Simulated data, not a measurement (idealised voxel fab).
Title: Process Module voxel gate over fins
Displayed cross-section: cut, width of 195 nm, square cells sized 5 nm.
Throughout this document, each cross-section is represented as a grid of square cells and is presented as a sequence of bands enumerated from the top downward, where a band comprises one or more rows of cells. In this notation a band is specified by the heights of its top and bottom, in that order and in nm, after which its materials appear from left to right, each paired with its width in nm. The word "all across" attached to a single material means that material fills the band from edge to edge; the word "air" stands for empty space. Heights are measured from 0, the level below which the as-received wafer is all one material; the lowest band has no bottom and continues downward, written as in "0 down". Think of "30 to 40" as a width that walks from the first number to the second as you go down the band, top row to bottom row, taking equal-sized steps from row to row. A step reported as "no modifications" is a step in which no cell of the cross-section changed. The entry "Enclosed internal voids" lists the empty spaces that cover at least 8 cells and have no open path to the top. Each is written as width x height at distance, where the distance is measured from the left edge and all three values are in nm. Post-settings text on a step line: simulator's own remark regarding the step. overlay nm: for a step with a mask, the amount by which the mask lay right of where it was planned; a negative amount means left of it.
[Here's what the planned process steps look like]
1. RECEIVE | material Si
2. CONFORMAL_DEP | material SiN | thk nm 5
3. MASKED_ETCH | tone cover | mask id FINS | width nm 15 | pitch nm 55 | etch materials SiN | depth nm 5 | overlay nm 0
4. MASKED_ETCH | tone cover | mask id FINS | width nm 15 | pitch nm 55 | etch materials Si | depth nm 35 | overlay nm 0
5. FILL_DEP | material SiO2 | thk nm 15
6. CMP | height nm 5
7. DIRECTIONAL_DEP | material aC | thk nm 15
8. PATTERN | tone open | mask id RAIL | material resist | width nm 15 | thk nm 30 | overlay nm 0
9. DIRECTIONAL_ETCH | etch materials aC | depth nm 15
10. STRIP | etch materials resist
11. DIRECTIONAL_ETCH | etch materials SiO2 | depth nm 35
12. STRIP | etch materials aC
13. CONFORMAL_DEP | material TiN | thk nm 5
14. FILL_DEP | material W | thk nm 5
15. CMP | height nm 5
16. SELECTIVE_ETCH | etch materials W Ru TiN | depth nm 20
17. FILL_DEP | material SiO2 | thk nm 5
18. CMP | height nm 5
19. SELECTIVE_ETCH | etch materials SiO2 | depth nm 15
20. STRIP | etch materials SiN
21. CONFORMAL_DEP | material HfO2 | thk nm 5
22. CONFORMAL_DEP | material TiN | thk nm 5
23. FILL_DEP | material W | thk nm 15
24. CMP | height nm 20
25. CONFORMAL_DEP | material SiCN | thk nm 5
[So this is the incoming wafer in cross-section - it's already been through step 1]
* 0 down | Si all across
* Enclosed internal voids: none
[The following cross-section depicts the wafer upon conclusion of the module. Processing commenced from the starting condition illustrated above and adhered to the plan illustrated above, save for one mistake in execution]
* 25 to 20 | SiCN all across
* 20 to 10 | W all across
* 10 to 5 | 25 of W; 35 of TiN; 20 of W; 35 of TiN; 20 of W; 35 of TiN; 25 of W
* 5 to 0 | 25 of W; 5 of TiN; 25 of HfO2; 5 of TiN; 20 of W; 5 of TiN; 25 of HfO2; 5 of TiN; 20 of W; 5 of TiN; 25 of HfO2; 5 of TiN; 25 of W
* 0 to -5 | 30 of TiN; 5 of HfO2; 15 of Si; 5 of HfO2; 30 of TiN; 5 of HfO2; 15 of Si; 5 of HfO2; 30 of TiN; 5 of HfO2; 15 of Si; 5 of HfO2; 30 of TiN
* -5 to -10 | 35 of HfO2; 15 of Si; 40 of HfO2; 15 of Si; 40 of HfO2; 15 of Si; 35 of HfO2
* -10 to -15 | 35 of SiO2; 15 of Si; 40 of SiO2; 15 of Si; 40 of SiO2; 15 of Si; 35 of SiO2
* -15 to -25 | 35 of SiO2; 15 of Si; 15 of SiO2; 5 of W; 20 of SiO2; 15 of Si; 40 of SiO2; 15 of Si; 35 of SiO2
* -25 to -35 | 35 of SiO2; 15 of Si; 40 of SiO2; 15 of Si; 40 of SiO2; 15 of Si; 35 of SiO2
* -35 down | Si all across
* Enclosed internal voids: none
What was the processing mistake? off-plan run, step 13, actual operation and settings CONFORMAL_DEP | material SiO2 | thk nm 5
